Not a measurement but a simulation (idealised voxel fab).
The document below concerns the process module designated voxel capacitor over wiring.
It is cross-section cut that appears here, measuring 270 nm in width, its square cells being 5 nm in size.
This document writes a cross-section as a grid whose cells are square, and gives it as bands, listed from the top down; one or more rows of cells form a band. Read a band's entry like this: the first values are the height of its top and the height of its bottom in nm, and what follows is the sequence of materials from left to right, each with its width in nm. Note that "air" is empty space, and that a single material marked "everywhere" reaches across the band from edge to edge. Where do heights start? At 0: under that level the wafer as delivered is made of one material only. And the lowest band has no floor; it just carries on downward, as in "0 -> down". The two numbers in a width such as "30..40" mark its ends across the band: the first belongs to the top row of cells, the second to the bottom row, and from each row to the next the width moves by the same amount. It should be understood that the words "nothing different", when stated for a given step, signify that the cross-section underwent no change in any of its cells during that step. "Completely enclosed voids" lists enclosed empty spaces (at least 8 cells, no open path upward to the top), each as width x height at distance from the left edge, in nm. It should be noted that, on the line of a given step, the content following the step's settings is a remark produced by the simulator itself with respect to that step. A step's line can hold "overlay nm"; with a mask on that step, the setting says how far right of the planned place the mask lay, while a negative setting says it lay to the left.

**Here's what the planned process steps look like**
1) RECEIVE,material Si
2) CONFORMAL_DEP,material SiO2,thk nm 10
3) CONFORMAL_DEP,material SiN,thk nm 5
4) DIRECTIONAL_DEP,material SiO2,thk nm 20
5) DIRECTIONAL_DEP,material aC,thk nm 10
6) PATTERN,tone open,mask id METAL_1,material resist,width nm 25,pitch nm 80,thk nm 25,overlay nm 0
7) DIRECTIONAL_ETCH,etch materials aC,depth nm 10
8) STRIP,etch materials resist
9) DIRECTIONAL_ETCH,etch materials SiO2,depth nm 20
10) DIRECTIONAL_ETCH,etch materials SiN,depth nm 5
11) STRIP,etch materials aC
12) CONFORMAL_DEP,material TiN,thk nm 5
13) FILL_DEP,material Ru,thk nm 5
14) CMP,height nm 35
15) CONFORMAL_DEP,material SiCN,thk nm 5
16) DIRECTIONAL_DEP,material lowk,thk nm 10
17) PATTERN,tone open,mask id PLUG_1,material resist,width nm 15,thk nm 20,overlay nm 0
18) DIRECTIONAL_ETCH,etch materials lowk,depth nm 10
19) DIRECTIONAL_ETCH,etch materials SiCN,depth nm 5
20) STRIP,etch materials resist
21) CONFORMAL_DEP,material TiN,thk nm 5
22) FILL_DEP,material W,thk nm 10
23) CMP,height nm 50
24) DIRECTIONAL_DEP,material TiN,thk nm 5
25) DIRECTIONAL_DEP,material Al2O3,thk nm 5
26) DIRECTIONAL_DEP,material TiN,thk nm 5
27) DIRECTIONAL_DEP,material aC,thk nm 15
28) PATTERN,tone cover,mask id UPPER_PLATE,material resist,width nm 60,thk nm 35,overlay nm 0
29) DIRECTIONAL_ETCH,etch materials aC,depth nm 15
30) STRIP,etch materials resist
31) DIRECTIONAL_ETCH,etch materials TiN,depth nm 5
32) DIRECTIONAL_ETCH,etch materials Al2O3,depth nm 5
33) STRIP,etch materials aC
34) MASKED_ETCH,tone cover,mask id LOWER_PLATE,width nm 70,etch materials TiN,depth nm 5,overlay nm 0
35) FILL_DEP,material SiO2,thk nm 20
36) CMP,height nm 80
37) DIRECTIONAL_DEP,material aC,thk nm 15
38) PATTERN,tone open,mask id PLUG_2,material resist,width nm 15,thk nm 35,overlay nm 0
39) DIRECTIONAL_ETCH,etch materials aC,depth nm 15
40) STRIP,etch materials resist
41) DIRECTIONAL_ETCH,etch materials SiO2,depth nm 15
42) STRIP,etch materials aC
43) CONFORMAL_DEP,material TiN,thk nm 5
44) FILL_DEP,material Ru,thk nm 5
45) CMP,height nm 80
46) CONFORMAL_DEP,material SiN,thk nm 5

**As received (post step 1): cross-section**
  0 -> down: Si everywhere
  Completely enclosed voids: none

**End state of the module in cross-section, given the above starting point and plan and one mistake in execution**
  85 -> 80: SiN everywhere
  80 -> 70: SiO2=100 / TiN=5 / Ru=5 / TiN=5 / SiO2=155
  70 -> 65: SiO2=100 / TiN=15 / SiO2=155
  65 -> 60: SiO2 everywhere
  60 -> 50: SiO2=90..85 / TiN=60..70 / SiO2=120..115
  50 -> 40: lowk=90 / TiN=5 / W=5 / TiN=5 / lowk=165
  40 -> 35: SiCN=90 / TiN=15 / SiCN=165
  35 -> 15: SiO2=80 / TiN=5 / Ru=15 / TiN=5 / SiO2=55 / TiN=5 / Ru=15 / TiN=5 / SiO2=85
  15 -> 10: SiN=80 / TiN=25 / SiN=55 / TiN=25 / SiN=85
  10 -> 0: SiO2 everywhere
  0 -> down: Si everywhere
  Completely enclosed voids: none
The mistake made against the process plan was this: step 25 of the plan was excluded from execution and never run
